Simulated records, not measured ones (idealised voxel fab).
process module | voxel air gaps
cross-section cut | 240 nm wide | cells 5 nm
A cross-section is a grid of square cells, given in bands from the top down. A band is one or more rows of cells.
Each band's line starts with the height of the band's top and of its bottom, in nm. Then come its materials from left to right, each with its width in nm. One material with "throughout" fills the band from edge to edge. "air" is empty space.
Height 0 is the level under which the wafer as received is all one material. The lowest band goes on downwards, as in "0 down".
A width such as "30 to 40" changes by the same amount from each row of cells to the next, from the band's top row to its bottom row.
"no change" after a step means that no cell of the cross-section changed.
closed voids: empty space of 8 cells or more with no open way to the top, each as width x height at its distance from the left edge, in nm
after a step's settings: what the simulator itself notes on the step
overlay nm, on a step with a mask: how far to the right of its planned place the mask lay; to the left if negative
plan
1 op RECEIVE | material Si
2 op CONFORMAL_DEP | material SiO2 | thk nm 10
3 op CONFORMAL_DEP | material SiCN | thk nm 5
4 op DIRECTIONAL_DEP | material SiO2 | thk nm 40
5 op MASKED_ETCH | tone open | mask id LINES | width nm 15 | pitch nm 45 | etch materials SiO2 | depth nm 40 | overlay nm 0
6 op CONFORMAL_DEP | material TiN | thk nm 5
7 op FILL_DEP | material Cu | thk nm 10
8 op CMP | height nm 55
9 op EPI | material Ru | thk nm 10
10 op SELECTIVE_ETCH | etch materials SiO2 | depth nm 50
11 op CONFORMAL_DEP | material SiCN | thk nm 5
first wafer, as planned
as received, after step 1
  0 down: Si throughout
  closed voids: none
after step 2
  10 to 0: SiO2 throughout
  below 0: unchanged
after step 3
  15 to 10: SiCN throughout
  below 10: unchanged
after step 4
  55 to 15: SiO2 throughout
  below 15: unchanged
after step 5
  55 to 15: SiO2 45 | air 15 | SiO2 30 | air 15 | SiO2 30 | air 15 | SiO2 30 | air 15 | SiO2 45
  below 15: unchanged
after step 6
  60 to 55: TiN 50 | air 5 | TiN 40 | air 5 | TiN 40 | air 5 | TiN 40 | air 5 | TiN 50
  55 to 20: SiO2 45 | TiN 5 | air 5 | TiN 5 | SiO2 30 | TiN 5 | air 5 | TiN 5 | SiO2 30 | TiN 5 | air 5 | TiN 5 | SiO2 30 | TiN 5 | air 5 | TiN 5 | SiO2 45
  20 to 15: SiO2 45 | TiN 15 | SiO2 30 | TiN 15 | SiO2 30 | TiN 15 | SiO2 30 | TiN 15 | SiO2 45
  below 15: unchanged
after step 7
  70 to 60: Cu throughout
  60 to 55: TiN 50 | Cu 5 | TiN 40 | Cu 5 | TiN 40 | Cu 5 | TiN 40 | Cu 5 | TiN 50
  55 to 20: SiO2 45 | TiN 5 | Cu 5 | TiN 5 | SiO2 30 | TiN 5 | Cu 5 | TiN 5 | SiO2 30 | TiN 5 | Cu 5 | TiN 5 | SiO2 30 | TiN 5 | Cu 5 | TiN 5 | SiO2 45
  below 20: unchanged
after step 8
  55 to 20: SiO2 45 | TiN 5 | Cu 5 | TiN 5 | SiO2 30 | TiN 5 | Cu 5 | TiN 5 | SiO2 30 | TiN 5 | Cu 5 | TiN 5 | SiO2 30 | TiN 5 | Cu 5 | TiN 5 | SiO2 45
  below 20: unchanged
after step 9
  65 to 55: air 35 | Ru 35 | air 10 | Ru 35 | air 10 | Ru 35 | air 10 | Ru 35 | air 35
  below 55: unchanged
after step 10
  65 to 55: air 35 | Ru 35 | air 10 | Ru 35 | air 10 | Ru 35 | air 10 | Ru 35 | air 35
  55 to 20: air 45 | TiN 5 | Cu 5 | TiN 5 | air 30 | TiN 5 | Cu 5 | TiN 5 | air 30 | TiN 5 | Cu 5 | TiN 5 | air 30 | TiN 5 | Cu 5 | TiN 5 | air 45
  20 to 15: air 45 | TiN 15 | air 30 | TiN 15 | air 30 | TiN 15 | air 30 | TiN 15 | air 45
  below 15: unchanged
after step 11
  70 to 65: air 30 | SiCN 180 | air 30
  65 to 55: air 30 | SiCN 5 | Ru 35 | SiCN 10 | Ru 35 | SiCN 10 | Ru 35 | SiCN 10 | Ru 35 | SiCN 5 | air 30
  55 to 50: air 30 | SiCN 15 | TiN 5 | Cu 5 | TiN 5 | SiCN 30 | TiN 5 | Cu 5 | TiN 5 | SiCN 30 | TiN 5 | Cu 5 | TiN 5 | SiCN 30 | TiN 5 | Cu 5 | TiN 5 | SiCN 15 | air 30
  50 to 20: air 40 | SiCN 5 | TiN 5 | Cu 5 | TiN 5 | SiCN 5 | air 20 | SiCN 5 | TiN 5 | Cu 5 | TiN 5 | SiCN 5 | air 20 | SiCN 5 | TiN 5 | Cu 5 | TiN 5 | SiCN 5 | air 20 | SiCN 5 | TiN 5 | Cu 5 | TiN 5 | SiCN 5 | air 40
  20 to 15: SiCN 45 | TiN 15 | SiCN 30 | TiN 15 | SiCN 30 | TiN 15 | SiCN 30 | TiN 15 | SiCN 45
  below 15: unchanged
  closed voids: 20 x 30 at 65; 20 x 30 at 110; 20 x 30 at 155
second wafer: like start, like plan, one mistake. Through step 4 it matches the first wafer
when step 5 should have ended
  55 to 15: SiO2 45 | air 20 | SiO2 25 | air 20 | SiO2 25 | air 20 | SiO2 25 | air 20 | SiO2 40
  below 15: unchanged
when step 6 should have ended
  60 to 55: TiN 50 | air 10 | TiN 35 | air 10 | TiN 35 | air 10 | TiN 35 | air 10 | TiN 45
  55 to 20: SiO2 45 | TiN 5 | air 10 | TiN 5 | SiO2 25 | TiN 5 | air 10 | TiN 5 | SiO2 25 | TiN 5 | air 10 | TiN 5 | SiO2 25 | TiN 5 | air 10 | TiN 5 | SiO2 40
  20 to 15: SiO2 45 | TiN 20 | SiO2 25 | TiN 20 | SiO2 25 | TiN 20 | SiO2 25 | TiN 20 | SiO2 40
  below 15: unchanged
when step 7 should have ended
  70 to 60: Cu throughout
  60 to 55: TiN 50 | Cu 10 | TiN 35 | Cu 10 | TiN 35 | Cu 10 | TiN 35 | Cu 10 | TiN 45
  55 to 20: SiO2 45 | TiN 5 | Cu 10 | TiN 5 | SiO2 25 | TiN 5 | Cu 10 | TiN 5 | SiO2 25 | TiN 5 | Cu 10 | TiN 5 | SiO2 25 | TiN 5 | Cu 10 | TiN 5 | SiO2 40
  below 20: unchanged
when step 8 should have ended
  55 to 20: SiO2 45 | TiN 5 | Cu 10 | TiN 5 | SiO2 25 | TiN 5 | Cu 10 | TiN 5 | SiO2 25 | TiN 5 | Cu 10 | TiN 5 | SiO2 25 | TiN 5 | Cu 10 | TiN 5 | SiO2 40
  below 20: unchanged
when step 9 should have ended
  65 to 55: air 35 | Ru 40 | air 5 | Ru 40 | air 5 | Ru 40 | air 5 | Ru 40 | air 30
  below 55: unchanged
when step 10 should have ended
  65 to 55: air 35 | Ru 40 | air 5 | Ru 40 | air 5 | Ru 40 | air 5 | Ru 40 | air 30
  55 to 20: air 45 | TiN 5 | Cu 10 | TiN 5 | air 25 | TiN 5 | Cu 10 | TiN 5 | air 25 | TiN 5 | Cu 10 | TiN 5 | air 25 | TiN 5 | Cu 10 | TiN 5 | air 40
  20 to 15: air 45 | TiN 20 | air 25 | TiN 20 | air 25 | TiN 20 | air 25 | TiN 20 | air 40
  below 15: unchanged
when step 11 should have ended
  70 to 65: air 30 | SiCN 185 | air 25
  65 to 55: air 30 | SiCN 5 | Ru 40 | SiCN 5 | Ru 40 | SiCN 5 | Ru 40 | SiCN 5 | Ru 40 | SiCN 5 | air 25
  55 to 50: air 30 | SiCN 15 | TiN 5 | Cu 10 | TiN 5 | SiCN 25 | TiN 5 | Cu 10 | TiN 5 | SiCN 25 | TiN 5 | Cu 10 | TiN 5 | SiCN 25 | TiN 5 | Cu 10 | TiN 5 | SiCN 15 | air 25
  50 to 20: air 40 | SiCN 5 | TiN 5 | Cu 10 | TiN 5 | SiCN 5 | air 15 | SiCN 5 | TiN 5 | Cu 10 | TiN 5 | SiCN 5 | air 15 | SiCN 5 | TiN 5 | Cu 10 | TiN 5 | SiCN 5 | air 15 | SiCN 5 | TiN 5 | Cu 10 | TiN 5 | SiCN 5 | air 35
  20 to 15: SiCN 45 | TiN 20 | SiCN 25 | TiN 20 | SiCN 25 | TiN 20 | SiCN 25 | TiN 20 | SiCN 40
  below 15: unchanged
  closed voids: 15 x 30 at 70; 15 x 30 at 115; 15 x 30 at 160
what went wrong: step 5 ran as: op MASKED_ETCH | tone open | mask id LINES | width nm 20 | pitch nm 45 | etch materials SiO2 | depth nm 40 | overlay nm 0
at the end the second wafer has, in cells: 28 more of Cu | 8 more of Ru | 12 fewer of SiCN | 4 more of TiN
